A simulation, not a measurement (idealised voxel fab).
The following process module bears the name voxel self aligned contacts.
The figure presents cross-section cut, which has a width of 270 nm and is divided into square cells with an edge length of 5 nm.
A cross-section is a grid of square cells, given in bands from the top down. A band is one or more rows of cells. Heights first: top, then bottom, in nm. Then materials, left to right, each with a width in nm. "throughout" on a single material: fills the band edge to edge. "empty": empty space. Heads up on the height convention: 0 is the point under which the incoming wafer is all one material, and the lowest band has no bottom, it just keeps going down, like "0..down". A width such as "30..40" changes by the same amount from each row of cells to the next, from the band's top row to its bottom row. Key: "nothing was modified" - step with no changed cell in the cross-section. Entry "Catalogued sealed voids". Content: empty spaces with no open connection to the top, size 8 cells or greater. Each: width x height at distance. Distance: from left edge. Unit: nm. Whatever follows a step's settings on its line is a remark the simulator itself makes about that step. overlay nm, on a step with a mask: how far to the right of its planned place the mask lay; to the left if negative.
BELOW IS THE LIST OF PLANNED PROCESS STEPS
| 1 | RECEIVE,material Si |
| 2 | OXIDIZE,depth nm 5 |
| 3 | DIRECTIONAL_DEP,material polySi,thk nm 30 |
| 4 | DIRECTIONAL_DEP,material SiN,thk nm 20 |
| 5 | DIRECTIONAL_DEP,material aC,thk nm 10 |
| 6 | PATTERN,tone cover,mask id GATE,material resist,width nm 25,pitch nm 70,thk nm 25,overlay nm 0 |
| 7 | DIRECTIONAL_ETCH,etch materials aC,depth nm 10 |
| 8 | STRIP,etch materials resist |
| 9 | DIRECTIONAL_ETCH,etch materials SiN,depth nm 20 |
| 10 | DIRECTIONAL_ETCH,etch materials polySi,depth nm 30 |
| 11 | STRIP,etch materials aC |
| 12 | CONFORMAL_DEP,material SiN,thk nm 10 |
| 13 | DIRECTIONAL_ETCH,etch materials SiN,depth nm 10 |
| 14 | FILL_DEP,material SiO2,thk nm 15 |
| 15 | CMP,height nm 60 |
| 16 | PATTERN,tone open,mask id CONTACT,material resist,width nm 45,pitch nm 70,thk nm 15,overlay nm 0 |
| 17 | DIRECTIONAL_ETCH,etch materials SiO2,depth nm 65 |
| 18 | STRIP,etch materials resist |
| 19 | CONFORMAL_DEP,material TiN,thk nm 5 |
| 20 | FILL_DEP,material Ru,thk nm 5 |
| 21 | CMP,height nm 60 |
| 22 | CONFORMAL_DEP,material SiN,thk nm 5 |
The plan's step 6 width nm is the first wafer's value; the wafers differ in this setting and start identical.
CROSS-SECTION OF THE FIRST INCOMING WAFER OF SEVERAL, STATE AFTER STEP 1
0..down  Si throughout
Catalogued sealed voids: none
BASICALLY EACH WAFER GETS A LINE IN THE TABLE, SHOWING IT AT THE END OF THE MODULE: MATERIAL BY MATERIAL, THE CELLS IT GAINED (+) OR LOST (-) SINCE WE GOT IT, THEN ITS CLOSED VOIDS
width nm 25 | +80 Ru | -54 Si | +234 SiN | +286 SiO2 | +66 TiN | +90 polySi | Catalogued sealed voids: none
width nm 30 | +58 Ru | -54 Si | +246 SiN | +278 SiO2 | +66 TiN | +108 polySi | Catalogued sealed voids: none
width nm 35 | +36 Ru | -54 Si | +258 SiN | +270 SiO2 | +66 TiN | +126 polySi | Catalogued sealed voids: none
width nm 40 | +14 Ru | -54 Si | +270 SiN | +262 SiO2 | +66 TiN | +144 polySi | Catalogued sealed voids: none
width nm 45 | +14 Ru | -54 Si | +282 SiN | +254 SiO2 | +44 TiN | +162 polySi | Catalogued sealed voids: none
width nm 50 | +14 Ru | -54 Si | +294 SiN | +246 SiO2 | +22 TiN | +180 polySi | Catalogued sealed voids: none
